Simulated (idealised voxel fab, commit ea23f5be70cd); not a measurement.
A process module follows: voxel trench capacitor.
For reference, the cross-section in this document is cut, with width 165 nm and square cells of 5 nm.
Format of a cross-section: grid, square cells. Given as bands. Order: top down. Band: one or more rows of cells.
Each band's line starts with the height of the band's top and of its bottom, in nm. Then come its materials from left to right, each with its width in nm. One material with "full width" fills the band from edge to edge. "empty" is empty space.
The level at which height equals 0 is the one under which the wafer, as it arrives, is entirely one material. No lower edge exists for the bottom band, which continues downward and is notated as in "0 nm and below".
Note: "30..40" means the width goes from the first number (top row of the band) to the second number (bottom row) in equal steps per row of cells.
"nothing got changed" -> step changed no cross-section cell.
Voids not open to the top, 8 cells minimum: see "Enclosed void catalog". Written width x height at distance; distance is from the left edge; nm.
If you see something after the settings on a step's line, that's the simulator's own remark about that step.
overlay nm: mask right of planned place by this much (step with mask). Neg. = left.

These are the steps we planned for the process:
1. RECEIVE | material Si
2. CONFORMAL_DEP | material SiN | thk nm 5
3. PATTERN | tone open | mask id TRENCH | material resist | width nm 20 | pitch nm 45 | thk nm 15 | overlay nm 0
4. DIRECTIONAL_ETCH | etch materials SiN | depth nm 5
5. DIRECTIONAL_ETCH | etch materials Si | depth nm 25
6. STRIP | etch materials resist
7. CONFORMAL_DEP | material SiO2 | thk nm 5
8. FILL_DEP | material polySi | thk nm 10
9. CMP | height nm 5

First of the two wafers, run per plan:

Step 1 complete: cross-section of the wafer as received:
* 0 nm and below: Si full width
* Enclosed void catalog: none

How the wafer stands in section after step 2:
* 5 nm to 0 nm: SiN full width
* Rest of section, below 0: as before.

How the wafer stands in section after step 3:
* 20 nm to 5 nm: resist 50 nm; empty 20 nm; resist 25 nm; empty 20 nm; resist 50 nm
* Rest of section, below 5: as before.

How the wafer stands in section after step 4:
* 20 nm to 5 nm: resist 50 nm; empty 20 nm; resist 25 nm; empty 20 nm; resist 50 nm
* 5 nm to 0 nm: SiN 50 nm; empty 20 nm; SiN 25 nm; empty 20 nm; SiN 50 nm
* Rest of section, below 0: as before.

How the wafer stands in section after step 5:
* 20 nm to 5 nm: resist 50 nm; empty 20 nm; resist 25 nm; empty 20 nm; resist 50 nm
* 5 nm to 0 nm: SiN 50 nm; empty 20 nm; SiN 25 nm; empty 20 nm; SiN 50 nm
* 0 nm to -25 nm: Si 50 nm; empty 20 nm; Si 25 nm; empty 20 nm; Si 50 nm
* Rest of section, below -25: as before.

How the wafer stands in section after step 6:
* 5 nm to 0 nm: SiN 50 nm; empty 20 nm; SiN 25 nm; empty 20 nm; SiN 50 nm
* Rest of section, below 0: as before.

How the wafer stands in section after step 7:
* 10 nm to 5 nm: SiO2 55 nm; empty 10 nm; SiO2 35 nm; empty 10 nm; SiO2 55 nm
* 5 nm to 0 nm: SiN 50 nm; SiO2 5 nm; empty 10 nm; SiO2 5 nm; SiN 25 nm; SiO2 5 nm; empty 10 nm; SiO2 5 nm; SiN 50 nm
* 0 nm to -20 nm: Si 50 nm; SiO2 5 nm; empty 10 nm; SiO2 5 nm; Si 25 nm; SiO2 5 nm; empty 10 nm; SiO2 5 nm; Si 50 nm
* -20 nm to -25 nm: Si 50 nm; SiO2 20 nm; Si 25 nm; SiO2 20 nm; Si 50 nm
* Rest of section, below -25: as before.

How the wafer stands in section after step 8:
* 20 nm to 10 nm: polySi full width
* 10 nm to 5 nm: SiO2 55 nm; polySi 10 nm; SiO2 35 nm; polySi 10 nm; SiO2 55 nm
* 5 nm to 0 nm: SiN 50 nm; SiO2 5 nm; polySi 10 nm; SiO2 5 nm; SiN 25 nm; SiO2 5 nm; polySi 10 nm; SiO2 5 nm; SiN 50 nm
* 0 nm to -20 nm: Si 50 nm; SiO2 5 nm; polySi 10 nm; SiO2 5 nm; Si 25 nm; SiO2 5 nm; polySi 10 nm; SiO2 5 nm; Si 50 nm
* Rest of section, below -20: as before.

How the wafer stands in section after step 9:
* 5 nm to 0 nm: SiN 50 nm; SiO2 5 nm; polySi 10 nm; SiO2 5 nm; SiN 25 nm; SiO2 5 nm; polySi 10 nm; SiO2 5 nm; SiN 50 nm
* Rest of section, below 0: as before.

Second wafer. Start and plan as for the first. One mistake made in running. Agrees with the first up to and including step 4:

Second wafer: cross-section at the scheduled end of step 5:
* 20 nm to 5 nm: resist 50 nm; empty 20 nm; resist 25 nm; empty 20 nm; resist 50 nm
* 5 nm to 0 nm: SiN 50 nm; empty 20 nm; SiN 25 nm; empty 20 nm; SiN 50 nm
* 0 nm to -20 nm: Si 50 nm; empty 20 nm; Si 25 nm; empty 20 nm; Si 50 nm
* Rest of section, below -20: as before.

Second wafer: cross-section at the scheduled end of step 6:
* 5 nm to 0 nm: SiN 50 nm; empty 20 nm; SiN 25 nm; empty 20 nm; SiN 50 nm
* Rest of section, below 0: as before.

Second wafer: cross-section at the scheduled end of step 7:
* 10 nm to 5 nm: SiO2 55 nm; empty 10 nm; SiO2 35 nm; empty 10 nm; SiO2 55 nm
* 5 nm to 0 nm: SiN 50 nm; SiO2 5 nm; empty 10 nm; SiO2 5 nm; SiN 25 nm; SiO2 5 nm; empty 10 nm; SiO2 5 nm; SiN 50 nm
* 0 nm to -15 nm: Si 50 nm; SiO2 5 nm; empty 10 nm; SiO2 5 nm; Si 25 nm; SiO2 5 nm; empty 10 nm; SiO2 5 nm; Si 50 nm
* -15 nm to -20 nm: Si 50 nm; SiO2 20 nm; Si 25 nm; SiO2 20 nm; Si 50 nm
* Rest of section, below -20: as before.

Second wafer: cross-section at the scheduled end of step 8:
* 20 nm to 10 nm: polySi full width
* 10 nm to 5 nm: SiO2 55 nm; polySi 10 nm; SiO2 35 nm; polySi 10 nm; SiO2 55 nm
* 5 nm to 0 nm: SiN 50 nm; SiO2 5 nm; polySi 10 nm; SiO2 5 nm; SiN 25 nm; SiO2 5 nm; polySi 10 nm; SiO2 5 nm; SiN 50 nm
* 0 nm to -15 nm: Si 50 nm; SiO2 5 nm; polySi 10 nm; SiO2 5 nm; Si 25 nm; SiO2 5 nm; polySi 10 nm; SiO2 5 nm; Si 50 nm
* Rest of section, below -15: as before.

Second wafer: cross-section at the scheduled end of step 9:
* 5 nm to 0 nm: SiN 50 nm; SiO2 5 nm; polySi 10 nm; SiO2 5 nm; SiN 25 nm; SiO2 5 nm; polySi 10 nm; SiO2 5 nm; SiN 50 nm
* Rest of section, below 0: as before.
Deviation noted in wafer processing: rather than as planned, step 5 actually ran as DIRECTIONAL_ETCH | etch materials Si | depth nm 20
Counted in cells at the end, the second wafer holds more or fewer of these materials than the first: Si +8, SiO2 -4, polySi -4
